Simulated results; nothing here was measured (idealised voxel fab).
The process module that follows is named voxel self aligned vias.
This is section cut - it's 290 nm across, gridded in 5 nm square cells.
If you're reading a cross-section in this doc, picture square cells in a grid; it comes to you as bands, top ones listed first down to the bottom, and a band can be one or more rows of cells. Band: top and bottom heights (nm) first, top before bottom; then materials from left to right, widths in nm. "edge to edge" marks a sole material filling the band edge to edge. "empty" denotes empty space. Height reference: 0 = level under which incoming wafer is all one material. Lowest band: no bottom, runs on downward, e.g. "0..down". Read "30->40" as a graded width: first number on top, second number at the bottom, same change between each pair of neighbouring rows. What does "no alterations made" mean for a step? It means no cell of the cross-section changed in that step. Heads up: "Enclosed cavities" only lists the empty pockets with no open path to the top that are 8 cells or more, and it writes them as width x height at distance, distance from the left edge, in nm. On each step's line, the part that comes after the settings is the simulator's own comment on the step. "overlay nm" answers the question of how far to the right of plan the mask lay on a step that has a mask, and when it is negative the answer is to the left.

-- Here's what the planned process steps look like
1 RECEIVE | material Si
2 CONFORMAL_DEP | material SiO2 | thk nm 15
3 CONFORMAL_DEP | material SiCN | thk nm 5
4 DIRECTIONAL_DEP | material lowk | thk nm 20
5 DIRECTIONAL_DEP | material aC | thk nm 15
6 PATTERN | tone open | mask id LINES | material resist | width nm 30 | pitch nm 75 | thk nm 35 | overlay nm 0
7 DIRECTIONAL_ETCH | etch materials aC | depth nm 15
8 STRIP | etch materials resist
9 DIRECTIONAL_ETCH | etch materials lowk | depth nm 20
10 STRIP | etch materials aC
11 CONFORMAL_DEP | material TiN | thk nm 5
12 FILL_DEP | material W | thk nm 5
13 CMP | height nm 40
14 SELECTIVE_ETCH | etch materials W Ru TiN | depth nm 10
15 FILL_DEP | material SiN | thk nm 5
16 CMP | height nm 40
17 DIRECTIONAL_DEP | material lowk | thk nm 15
18 MASKED_ETCH | tone open | mask id VIAS | width nm 50 | pitch nm 75 | etch materials lowk | depth nm 15 | overlay nm 0
19 MASKED_ETCH | tone open | mask id VIAS | width nm 50 | pitch nm 75 | etch materials SiN | depth nm 10 | overlay nm 0
20 CONFORMAL_DEP | material TiN | thk nm 5
21 FILL_DEP | material Ru | thk nm 10
22 CMP | height nm 55
23 CONFORMAL_DEP | material SiCN | thk nm 5

-- First wafer out of two, processed as planned

-- The cross-section here shows the wafer as received, i.e. in its state after step 1
- 0..down | Si edge to edge
- Enclosed cavities: none

-- Step 2 done - wafer cross-section
- 15..0 | SiO2 edge to edge
- Whatever lies below 0 is exactly as it was before.

-- Step 3 done - wafer cross-section
- 20..15 | SiCN edge to edge
- Whatever lies below 15 is exactly as it was before.

-- Step 4 done - wafer cross-section
- 40..20 | lowk edge to edge
- Whatever lies below 20 is exactly as it was before.

-- Step 5 done - wafer cross-section
- 55..40 | aC edge to edge
- Whatever lies below 40 is exactly as it was before.

-- Step 6 done - wafer cross-section
- 90..55 | 55 resist, then 30 empty, then 45 resist, then 30 empty, then 45 resist, then 30 empty, then 55 resist
- Whatever lies below 55 is exactly as it was before.

-- Step 7 done - wafer cross-section
- 75..55 | 55 resist, then 30 empty, then 45 resist, then 30 empty, then 45 resist, then 30 empty, then 55 resist
- 55..40 | 55 aC, then 30 empty, then 45 aC, then 30 empty, then 45 aC, then 30 empty, then 55 aC
- Whatever lies below 40 is exactly as it was before.

-- Step 8 done - wafer cross-section
- 55..40 | 55 aC, then 30 empty, then 45 aC, then 30 empty, then 45 aC, then 30 empty, then 55 aC
- Whatever lies below 40 is exactly as it was before.

-- Step 9 done - wafer cross-section
- 55..40 | 55 aC, then 30 empty, then 45 aC, then 30 empty, then 45 aC, then 30 empty, then 55 aC
- 40..20 | 55 lowk, then 30 empty, then 45 lowk, then 30 empty, then 45 lowk, then 30 empty, then 55 lowk
- Whatever lies below 20 is exactly as it was before.

-- Step 10 done - wafer cross-section
- 40..20 | 55 lowk, then 30 empty, then 45 lowk, then 30 empty, then 45 lowk, then 30 empty, then 55 lowk
- Whatever lies below 20 is exactly as it was before.

-- Step 11 done - wafer cross-section
- 45..40 | 60 TiN, then 20 empty, then 55 TiN, then 20 empty, then 55 TiN, then 20 empty, then 60 TiN
- 40..25 | 55 lowk, then 5 TiN, then 20 empty, then 5 TiN, then 45 lowk, then 5 TiN, then 20 empty, then 5 TiN, then 45 lowk, then 5 TiN, then 20 empty, then 5 TiN, then 55 lowk
- 25..20 | 55 lowk, then 30 TiN, then 45 lowk, then 30 TiN, then 45 lowk, then 30 TiN, then 55 lowk
- Whatever lies below 20 is exactly as it was before.

-- Step 12 done - wafer cross-section
- 50..45 | W edge to edge
- 45..40 | 60 TiN, then 20 W, then 55 TiN, then 20 W, then 55 TiN, then 20 W, then 60 TiN
- 40..25 | 55 lowk, then 5 TiN, then 20 W, then 5 TiN, then 45 lowk, then 5 TiN, then 20 W, then 5 TiN, then 45 lowk, then 5 TiN, then 20 W, then 5 TiN, then 55 lowk
- Whatever lies below 25 is exactly as it was before.

-- Step 13 done - wafer cross-section
- 40..25 | 55 lowk, then 5 TiN, then 20 W, then 5 TiN, then 45 lowk, then 5 TiN, then 20 W, then 5 TiN, then 45 lowk, then 5 TiN, then 20 W, then 5 TiN, then 55 lowk
- Whatever lies below 25 is exactly as it was before.

-- Step 14 done - wafer cross-section
- 40..30 | 55 lowk, then 30 empty, then 45 lowk, then 30 empty, then 45 lowk, then 30 empty, then 55 lowk
- Whatever lies below 30 is exactly as it was before.

-- Step 15 done - wafer cross-section
- 45..40 | SiN edge to edge
- 40..30 | 55 lowk, then 30 SiN, then 45 lowk, then 30 SiN, then 45 lowk, then 30 SiN, then 55 lowk
- Whatever lies below 30 is exactly as it was before.

-- Step 16 done - wafer cross-section
- 40..30 | 55 lowk, then 30 SiN, then 45 lowk, then 30 SiN, then 45 lowk, then 30 SiN, then 55 lowk
- Whatever lies below 30 is exactly as it was before.

-- Step 17 done - wafer cross-section
- 55..40 | lowk edge to edge
- Whatever lies below 40 is exactly as it was before.

-- Step 18 done - wafer cross-section
- 55..40 | 45 lowk, then 50 empty, then 25 lowk, then 50 empty, then 25 lowk, then 50 empty, then 45 lowk
- Whatever lies below 40 is exactly as it was before.

-- Step 19 done - wafer cross-section
- 55..40 | 45 lowk, then 50 empty, then 25 lowk, then 50 empty, then 25 lowk, then 50 empty, then 45 lowk
- 40..30 | 55 lowk, then 30 empty, then 45 lowk, then 30 empty, then 45 lowk, then 30 empty, then 55 lowk
- Whatever lies below 30 is exactly as it was before.

-- Step 20 done - wafer cross-section
- 60..55 | 50 TiN, then 40 empty, then 35 TiN, then 40 empty, then 35 TiN, then 40 empty, then 50 TiN
- 55..45 | 45 lowk, then 5 TiN, then 40 empty, then 5 TiN, then 25 lowk, then 5 TiN, then 40 empty, then 5 TiN, then 25 lowk, then 5 TiN, then 40 empty, then 5 TiN, then 45 lowk
- 45..35 | 45->55 lowk, then 15->5 TiN, then 20 empty, then 15->5 TiN, then 25->45 lowk, then 15->5 TiN, then 20 empty, then 15->5 TiN, then 25->45 lowk, then 15->5 TiN, then 20 empty, then 15->5 TiN, then 45->55 lowk
- 35..30 | 55 lowk, then 30 TiN, then 45 lowk, then 30 TiN, then 45 lowk, then 30 TiN, then 55 lowk
- Whatever lies below 30 is exactly as it was before.

-- Step 21 done - wafer cross-section
- 70..60 | Ru edge to edge
- 60..55 | 50 TiN, then 40 Ru, then 35 TiN, then 40 Ru, then 35 TiN, then 40 Ru, then 50 TiN
- 55..45 | 45 lowk, then 5 TiN, then 40 Ru, then 5 TiN, then 25 lowk, then 5 TiN, then 40 Ru, then 5 TiN, then 25 lowk, then 5 TiN, then 40 Ru, then 5 TiN, then 45 lowk
- 45..35 | 45->55 lowk, then 15->5 TiN, then 20 Ru, then 15->5 TiN, then 25->45 lowk, then 15->5 TiN, then 20 Ru, then 15->5 TiN, then 25->45 lowk, then 15->5 TiN, then 20 Ru, then 15->5 TiN, then 45->55 lowk
- Whatever lies below 35 is exactly as it was before.

-- Step 22 done - wafer cross-section
- 55..45 | 45 lowk, then 5 TiN, then 40 Ru, then 5 TiN, then 25 lowk, then 5 TiN, then 40 Ru, then 5 TiN, then 25 lowk, then 5 TiN, then 40 Ru, then 5 TiN, then 45 lowk
- Whatever lies below 45 is exactly as it was before.

-- Step 23 done - wafer cross-section
- 60..55 | SiCN edge to edge
- Whatever lies below 55 is exactly as it was before.

-- It is to be noted that the second wafer proceeded from the same initial state and according to the same plan as the first, although one mistake was committed in its execution; through step 2, inclusive, the two wafers share an identical history

Here is the second wafer in cross-section at the point where step 3 of the plan should have been done: no alterations made

-- Here is the second wafer in cross-section at the point where step 4 of the plan should have been done
- 35..15 | lowk edge to edge
- Whatever lies below 15 is exactly as it was before.

-- Here is the second wafer in cross-section at the point where step 5 of the plan should have been done
- 50..35 | aC edge to edge
- Whatever lies below 35 is exactly as it was before.

-- Here is the second wafer in cross-section at the point where step 6 of the plan should have been done
- 85..50 | 55 resist, then 30 empty, then 45 resist, then 30 empty, then 45 resist, then 30 empty, then 55 resist
- Whatever lies below 50 is exactly as it was before.

-- Here is the second wafer in cross-section at the point where step 7 of the plan should have been done
- 70..50 | 55 resist, then 30 empty, then 45 resist, then 30 empty, then 45 resist, then 30 empty, then 55 resist
- 50..35 | 55 aC, then 30 empty, then 45 aC, then 30 empty, then 45 aC, then 30 empty, then 55 aC
- Whatever lies below 35 is exactly as it was before.

-- Here is the second wafer in cross-section at the point where step 8 of the plan should have been done
- 50..35 | 55 aC, then 30 empty, then 45 aC, then 30 empty, then 45 aC, then 30 empty, then 55 aC
- Whatever lies below 35 is exactly as it was before.

-- Here is the second wafer in cross-section at the point where step 9 of the plan should have been done
- 50..35 | 55 aC, then 30 empty, then 45 aC, then 30 empty, then 45 aC, then 30 empty, then 55 aC
- 35..15 | 55 lowk, then 30 empty, then 45 lowk, then 30 empty, then 45 lowk, then 30 empty, then 55 lowk
- Whatever lies below 15 is exactly as it was before.

-- Here is the second wafer in cross-section at the point where step 10 of the plan should have been done
- 35..15 | 55 lowk, then 30 empty, then 45 lowk, then 30 empty, then 45 lowk, then 30 empty, then 55 lowk
- Whatever lies below 15 is exactly as it was before.

-- Here is the second wafer in cross-section at the point where step 11 of the plan should have been done
- 40..35 | 60 TiN, then 20 empty, then 55 TiN, then 20 empty, then 55 TiN, then 20 empty, then 60 TiN
- 35..20 | 55 lowk, then 5 TiN, then 20 empty, then 5 TiN, then 45 lowk, then 5 TiN, then 20 empty, then 5 TiN, then 45 lowk, then 5 TiN, then 20 empty, then 5 TiN, then 55 lowk
- 20..15 | 55 lowk, then 30 TiN, then 45 lowk, then 30 TiN, then 45 lowk, then 30 TiN, then 55 lowk
- Whatever lies below 15 is exactly as it was before.

-- Here is the second wafer in cross-section at the point where step 12 of the plan should have been done
- 45..40 | W edge to edge
- 40..35 | 60 TiN, then 20 W, then 55 TiN, then 20 W, then 55 TiN, then 20 W, then 60 TiN
- 35..20 | 55 lowk, then 5 TiN, then 20 W, then 5 TiN, then 45 lowk, then 5 TiN, then 20 W, then 5 TiN, then 45 lowk, then 5 TiN, then 20 W, then 5 TiN, then 55 lowk
- Whatever lies below 20 is exactly as it was before.

-- Here is the second wafer in cross-section at the point where step 13 of the plan should have been done
- 40..35 | 60 TiN, then 20 W, then 55 TiN, then 20 W, then 55 TiN, then 20 W, then 60 TiN
- Whatever lies below 35 is exactly as it was before.

-- Here is the second wafer in cross-section at the point where step 14 of the plan should have been done
- 35..30 | 55 lowk, then 30 empty, then 45 lowk, then 30 empty, then 45 lowk, then 30 empty, then 55 lowk
- Whatever lies below 30 is exactly as it was before.

-- Here is the second wafer in cross-section at the point where step 15 of the plan should have been done
- 40..35 | SiN edge to edge
- 35..30 | 55 lowk, then 30 SiN, then 45 lowk, then 30 SiN, then 45 lowk, then 30 SiN, then 55 lowk
- Whatever lies below 30 is exactly as it was before.

Here is the second wafer in cross-section at the point where step 16 of the plan should have been done: no alterations made

-- Here is the second wafer in cross-section at the point where step 17 of the plan should have been done
- 55..40 | lowk edge to edge
- Whatever lies below 40 is exactly as it was before.

-- Here is the second wafer in cross-section at the point where step 18 of the plan should have been done
- 55..40 | 45 lowk, then 50 empty, then 25 lowk, then 50 empty, then 25 lowk, then 50 empty, then 45 lowk
- Whatever lies below 40 is exactly as it was before.

-- Here is the second wafer in cross-section at the point where step 19 of the plan should have been done
- 55..40 | 45 lowk, then 50 empty, then 25 lowk, then 50 empty, then 25 lowk, then 50 empty, then 45 lowk
- 40..35 | 45 SiN, then 50 empty, then 25 SiN, then 50 empty, then 25 SiN, then 50 empty, then 45 SiN
- 35..30 | 55 lowk, then 30 empty, then 45 lowk, then 30 empty, then 45 lowk, then 30 empty, then 55 lowk
- Whatever lies below 30 is exactly as it was before.

-- Here is the second wafer in cross-section at the point where step 20 of the plan should have been done
- 60..55 | 50 TiN, then 40 empty, then 35 TiN, then 40 empty, then 35 TiN, then 40 empty, then 50 TiN
- 55..40 | 45 lowk, then 5 TiN, then 40 empty, then 5 TiN, then 25 lowk, then 5 TiN, then 40 empty, then 5 TiN, then 25 lowk, then 5 TiN, then 40 empty, then 5 TiN, then 45 lowk
- 40..35 | 45 SiN, then 15 TiN, then 20 empty, then 15 TiN, then 25 SiN, then 15 TiN, then 20 empty, then 15 TiN, then 25 SiN, then 15 TiN, then 20 empty, then 15 TiN, then 45 SiN
- 35..30 | 55 lowk, then 30 TiN, then 45 lowk, then 30 TiN, then 45 lowk, then 30 TiN, then 55 lowk
- Whatever lies below 30 is exactly as it was before.

-- Here is the second wafer in cross-section at the point where step 21 of the plan should have been done
- 70..60 | Ru edge to edge
- 60..55 | 50 TiN, then 40 Ru, then 35 TiN, then 40 Ru, then 35 TiN, then 40 Ru, then 50 TiN
- 55..40 | 45 lowk, then 5 TiN, then 40 Ru, then 5 TiN, then 25 lowk, then 5 TiN, then 40 Ru, then 5 TiN, then 25 lowk, then 5 TiN, then 40 Ru, then 5 TiN, then 45 lowk
- 40..35 | 45 SiN, then 15 TiN, then 20 Ru, then 15 TiN, then 25 SiN, then 15 TiN, then 20 Ru, then 15 TiN, then 25 SiN, then 15 TiN, then 20 Ru, then 15 TiN, then 45 SiN
- Whatever lies below 35 is exactly as it was before.

-- Here is the second wafer in cross-section at the point where step 22 of the plan should have been done
- 55..40 | 45 lowk, then 5 TiN, then 40 Ru, then 5 TiN, then 25 lowk, then 5 TiN, then 40 Ru, then 5 TiN, then 25 lowk, then 5 TiN, then 40 Ru, then 5 TiN, then 45 lowk
- Whatever lies below 40 is exactly as it was before.

-- Here is the second wafer in cross-section at the point where step 23 of the plan should have been done
- 60..55 | SiCN edge to edge
- Whatever lies below 55 is exactly as it was before.
Which mistake was made when the wafer was run? the run left out plan step 3 entirely, so it was never executed
at the end the second wafer has, in cells: 12 more of Ru, 58 fewer of SiCN, 28 more of SiN, 6 more of TiN, 12 more of W
